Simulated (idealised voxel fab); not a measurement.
The following process module bears the name voxel double patterning.
The cross-section shown here is cut; it is 190 nm wide and divided into square cells measuring 5 nm on a side.
Throughout this document, each cross-section is represented as a grid of square cells and is presented as a sequence of bands enumerated from the top downward, where a band comprises one or more rows of cells.
In this notation a band is specified by the heights of its top and bottom, in that order and in nm, after which its materials appear from left to right, each paired with its width in nm. The word "throughout" attached to a single material means that material fills the band from edge to edge; the word "empty" stands for empty space.
Note: height 0 marks the level under which the wafer is uniformly one material as received. Lowest band unbounded below, written "0 down".
Width spec "30 to 40" -> top row of cells at first value, bottom row at second value, equal per-row change in between.
Given "all unchanged" for a step, no cell of the cross-section differs between before and after that step.
Entry "Closed void entries" = empty spaces >= 8 cells with no open way to the top; each as width x height at distance, distance from left edge, all nm.
Where a step's line continues beyond its settings, the continuation is a remark by the simulator itself on that step.
The line of a step may include "overlay nm". On a step with a mask, this value is how far to the right of its planned place the mask lay. A negative value means the mask lay to the left.

List of planned process steps
1. RECEIVE (material Si)
2. CONFORMAL_DEP (material SiO2; thk nm 5)
3. DIRECTIONAL_DEP (material TiN; thk nm 10)
4. DIRECTIONAL_DEP (material SiN; thk nm 10)
5. DIRECTIONAL_DEP (material aC; thk nm 15)
6. PATTERN (tone open; mask id FIRST; material resist; width nm 15; pitch nm 50; thk nm 30; overlay nm 0)
7. DIRECTIONAL_ETCH (etch materials aC; depth nm 15)
8. STRIP (etch materials resist)
9. DIRECTIONAL_ETCH (etch materials SiN; depth nm 10)
10. STRIP (etch materials aC)
11. DIRECTIONAL_DEP (material aC; thk nm 15)
12. PATTERN (tone open; mask id SECOND; material resist; width nm 15; thk nm 30; overlay nm 0)
13. DIRECTIONAL_ETCH (etch materials aC; depth nm 15)
14. STRIP (etch materials resist)
15. DIRECTIONAL_ETCH (etch materials SiN; depth nm 10)
16. STRIP (etch materials aC)
17. DIRECTIONAL_ETCH (etch materials TiN; depth nm 10)
18. STRIP (etch materials SiN)
All wafers enter the flow in the same state. The thk nm at step 2 differs from wafer to wafer, and the plan gives the value for the first wafer.

Cross-section of the first of several received wafers, showing its state after step 1
    0 down = Si throughout
    Closed void entries: none

Heads up, this table goes wafer by wafer. A row tells you, at the end of the module, how many cells of each material that wafer has put on (+) or dropped (-) since it was received, and then its closed voids
thk nm 5, +38 SiO2, +58 TiN, Closed void entries: none
thk nm 10, +76 SiO2, +58 TiN, Closed void entries: none
thk nm 15, +114 SiO2, +58 TiN, Closed void entries: none
thk nm 20, +152 SiO2, +58 TiN, Closed void entries: none
